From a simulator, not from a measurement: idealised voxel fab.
This is a process module. Its name is voxel local oxidation.
Square cells of 5 nm make up the cross-section cut, whose width is 295 nm.
Each cross-section below is a grid of square cells, stated as bands in top-down order, with one or more rows of cells making up each band. Basically the band line says how high the top is and how high the bottom is, in nm, and then what's in it from left to right, every material with its width in nm. Empty space shows up as "empty", and if a single material carries "all across" it runs the full band edge to edge. Convention: height 0 is the level below which the wafer, as received, is all one material. The lowest band does not terminate at the bottom but continues downward, represented as "z 0 and below". A width given as "30->40" starts at the first number in the band's top row and ends at the second number in its bottom row, shifting by an equal amount at every step from row to row. Basically "identical to before" means that step didn't change any cell in the cross-section. "Enclosed void entries" contains a list of empty spaces, each no smaller than 8 cells and without an open way to the top, written in the form width x height at distance with the distance from the left edge and all three in nm. On each step's line, the part that comes after the settings is the simulator's own comment on the step. overlay nm, on a step with a mask: how far to the right of its planned place the mask lay; to the left if negative.
[The following list gives the planned process steps]
1. RECEIVE, material Si
2. CONFORMAL_DEP, material SiO2, thk nm 5
3. CONFORMAL_DEP, material SiN, thk nm 15
4. PATTERN, tone cover, mask id ACTIVE, material resist, width nm 120, thk nm 15, overlay nm 0
5. DIRECTIONAL_ETCH, etch materials SiN, depth nm 15
6. STRIP, etch materials resist
7. SELECTIVE_ETCH, etch materials SiO2, depth nm 5
8. OXIDIZE, depth nm 10
9. STRIP, etch materials SiN
[Cross-sectional view of the wafer in its as-received condition, corresponding to the state after step 1]
- z 0 and below | Si all across
- Enclosed void entries: none
[End-of-module cross-section. Starting structure and process plan as above; one mistake made in running it]
- z 15 to 0 | SiO2 all across
- z 0 and below | Si all across
- Enclosed void entries: none
Nonconformance to the process plan: step 3 ran with different settings than intended, the actual operation and settings being CONFORMAL_DEP, material SiO2, thk nm 15
